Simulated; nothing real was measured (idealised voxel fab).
process module | voxel local oxidation
cross-section cut | 275 nm wide | cells 5 nm
A cross-section is a grid of square cells, given in bands from the top down. A band is one or more rows of cells.
Each band's line starts with the height of the band's top and of its bottom, in nm. Then come its materials from left to right, each with its width in nm. One material with "throughout" fills the band from edge to edge. "air" is empty space.
Height 0 is the level under which the wafer as received is all one material. The lowest band goes on downwards, as in "0 down".
A width such as "30 to 40" changes by the same amount from each row of cells to the next, from the band's top row to its bottom row.
"no change" after a step means that no cell of the cross-section changed.
closed voids: empty space of 8 cells or more with no open way to the top, each as width x height at its distance from the left edge, in nm
after a step's settings: what the simulator itself notes on the step
overlay nm, on a step with a mask: how far to the right of its planned place the mask lay; to the left if negative
plan
1 op RECEIVE | material Si
2 op OXIDIZE | depth nm 5
3 op CONFORMAL_DEP | material SiN | thk nm 15
4 op PATTERN | tone cover | mask id ACTIVE | material resist | width nm 130 | thk nm 15 | overlay nm 0
5 op DIRECTIONAL_ETCH | etch materials SiN | depth nm 15
6 op STRIP | etch materials resist
7 op SELECTIVE_ETCH | etch materials SiO2 | depth nm 5
8 op OXIDIZE | depth nm 15
9 op STRIP | etch materials SiN
as received, after step 1
  0 down: Si throughout
  closed voids: none
a wafer at the end: this start, this plan, one mistake
  10 to -5: SiO2 throughout
  -5 down: Si throughout
  closed voids: none
what went wrong: step 3 ran as: op CONFORMAL_DEP | material SiO2 | thk nm 15
